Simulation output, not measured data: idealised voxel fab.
Process module in this document: voxel tone inversion
The cross-section shown here is cut; it is 210 nm wide and divided into square cells measuring 5 nm on a side.
Each cross-section below is a grid of square cells, stated as bands in top-down order, with one or more rows of cells making up each band.
Basically the band line says how high the top is and how high the bottom is, in nm, and then what's in it from left to right, every material with its width in nm. Empty space shows up as "air", and if a single material carries "all across" it runs the full band edge to edge.
Heights are reckoned from 0. Under this level, the received wafer is all of one material. The bottommost band is open-ended downward, for example "0 nm and below".
Per-row width for "30 to 40": begins at first number (top row of band), ends at second number (bottom row), increment between rows held constant.
"same as before" (step): cross-section cells unchanged, all of them.
The entry titled "Closed internal voids" provides the empty spaces that have no open way to the top, restricted to those of 8 cells or more. Each is presented as width x height at distance, the distance being measured from the left edge, with all three in nm.
Post-settings text on a step line: simulator's own remark regarding the step.
overlay nm: mask offset rightward from planned place, masked step; negative means leftward offset.
Planned step list for the process:
1,RECEIVE, material Si
2,CONFORMAL_DEP, material SiN, thk nm 10
3,DIRECTIONAL_DEP, material aC, thk nm 25
4,PATTERN, tone cover, mask id POSTS, material resist, width nm 20, pitch nm 40, thk nm 30, overlay nm 0
5,DIRECTIONAL_ETCH, etch materials aC, depth nm 25
6,STRIP, etch materials resist
7,FILL_DEP, material lowk, thk nm 10
8,CMP, height nm 35
9,STRIP, etch materials aC
10,CONFORMAL_DEP, material TiN, thk nm 5
11,FILL_DEP, material W, thk nm 5
12,CMP, height nm 35
13,CONFORMAL_DEP, material SiCN, thk nm 5
Below: the first of two wafers, run as planned:
Cross-section of the wafer upon arrival, representing the state reached after step 1:
    0 nm and below  Si all across
    Closed internal voids: none
The wafer, seen in cross-section, after step 2:
    10 nm to 0 nm  SiN all across
    At heights below 0, the structure remains unaltered.
The wafer, seen in cross-section, after step 3:
    35 nm to 10 nm  aC all across
    At heights below 10, the structure remains unaltered.
The wafer, seen in cross-section, after step 4:
    65 nm to 35 nm  air: 75  resist: 20  air: 20  resist: 20  air: 75
    At heights below 35, the structure remains unaltered.
The wafer, seen in cross-section, after step 5:
    40 nm to 35 nm  air: 75  resist: 20  air: 20  resist: 20  air: 75
    35 nm to 10 nm  air: 75  aC: 20  air: 20  aC: 20  air: 75
    At heights below 10, the structure remains unaltered.
The wafer, seen in cross-section, after step 6:
    35 nm to 10 nm  air: 75  aC: 20  air: 20  aC: 20  air: 75
    At heights below 10, the structure remains unaltered.
The wafer, seen in cross-section, after step 7:
    45 nm to 35 nm  lowk all across
    35 nm to 10 nm  lowk: 75  aC: 20  lowk: 20  aC: 20  lowk: 75
    At heights below 10, the structure remains unaltered.
The wafer, seen in cross-section, after step 8:
    35 nm to 10 nm  lowk: 75  aC: 20  lowk: 20  aC: 20  lowk: 75
    At heights below 10, the structure remains unaltered.
The wafer, seen in cross-section, after step 9:
    35 nm to 10 nm  lowk: 75  air: 20  lowk: 20  air: 20  lowk: 75
    At heights below 10, the structure remains unaltered.
The wafer, seen in cross-section, after step 10:
    40 nm to 35 nm  TiN: 80  air: 10  TiN: 30  air: 10  TiN: 80
    35 nm to 15 nm  lowk: 75  TiN: 5  air: 10  TiN: 5  lowk: 20  TiN: 5  air: 10  TiN: 5  lowk: 75
    15 nm to 10 nm  lowk: 75  TiN: 20  lowk: 20  TiN: 20  lowk: 75
    At heights below 10, the structure remains unaltered.
The wafer, seen in cross-section, after step 11:
    45 nm to 40 nm  W all across
    40 nm to 35 nm  TiN: 80  W: 10  TiN: 30  W: 10  TiN: 80
    35 nm to 15 nm  lowk: 75  TiN: 5  W: 10  TiN: 5  lowk: 20  TiN: 5  W: 10  TiN: 5  lowk: 75
    At heights below 15, the structure remains unaltered.
The wafer, seen in cross-section, after step 12:
    35 nm to 15 nm  lowk: 75  TiN: 5  W: 10  TiN: 5  lowk: 20  TiN: 5  W: 10  TiN: 5  lowk: 75
    At heights below 15, the structure remains unaltered.
The wafer, seen in cross-section, after step 13:
    40 nm to 35 nm  SiCN all across
    At heights below 35, the structure remains unaltered.
The remaining wafer, second of the two, started like the first and was run to the same plan, except that one mistake was made along the way; the two coincide through step 3, inclusive:
Second wafer, section view, time point: scheduled end of step 4:
    65 nm to 35 nm  resist: 75  air: 20  resist: 20  air: 20  resist: 75
    At heights below 35, the structure remains unaltered.
Second wafer, section view, time point: scheduled end of step 5:
    40 nm to 35 nm  resist: 75  air: 20  resist: 20  air: 20  resist: 75
    35 nm to 10 nm  aC: 75  air: 20  aC: 20  air: 20  aC: 75
    At heights below 10, the structure remains unaltered.
Second wafer, section view, time point: scheduled end of step 6:
    35 nm to 10 nm  aC: 75  air: 20  aC: 20  air: 20  aC: 75
    At heights below 10, the structure remains unaltered.
Second wafer, section view, time point: scheduled end of step 7:
    45 nm to 35 nm  lowk all across
    35 nm to 10 nm  aC: 75  lowk: 20  aC: 20  lowk: 20  aC: 75
    At heights below 10, the structure remains unaltered.
Second wafer, section view, time point: scheduled end of step 8:
    35 nm to 10 nm  aC: 75  lowk: 20  aC: 20  lowk: 20  aC: 75
    At heights below 10, the structure remains unaltered.
Second wafer, section view, time point: scheduled end of step 9:
    35 nm to 10 nm  air: 75  lowk: 20  air: 20  lowk: 20  air: 75
    At heights below 10, the structure remains unaltered.
Second wafer, section view, time point: scheduled end of step 10:
    40 nm to 35 nm  air: 70  TiN: 30  air: 10  TiN: 30  air: 70
    35 nm to 15 nm  air: 70  TiN: 5  lowk: 20  TiN: 5  air: 10  TiN: 5  lowk: 20  TiN: 5  air: 70
    15 nm to 10 nm  TiN: 75  lowk: 20  TiN: 20  lowk: 20  TiN: 75
    At heights below 10, the structure remains unaltered.
Second wafer, section view, time point: scheduled end of step 11:
    45 nm to 40 nm  W all across
    40 nm to 35 nm  W: 70  TiN: 30  W: 10  TiN: 30  W: 70
    35 nm to 15 nm  W: 70  TiN: 5  lowk: 20  TiN: 5  W: 10  TiN: 5  lowk: 20  TiN: 5  W: 70
    At heights below 15, the structure remains unaltered.
Second wafer, section view, time point: scheduled end of step 12:
    35 nm to 15 nm  W: 70  TiN: 5  lowk: 20  TiN: 5  W: 10  TiN: 5  lowk: 20  TiN: 5  W: 70
    At heights below 15, the structure remains unaltered.
Second wafer, section view, time point: scheduled end of step 13:
    40 nm to 35 nm  SiCN all across
    At heights below 35, the structure remains unaltered.
Where did the run depart from the plan? step 4 did not use the planned setting and instead ran as PATTERN, tone open, mask id POSTS, material resist, width nm 20, pitch nm 40, thk nm 30, overlay nm 0
Upon completion, the second wafer contains, in terms of cells, a greater or smaller amount of certain materials than the first wafer: 26 more of TiN, 104 more of W, 130 fewer of lowk
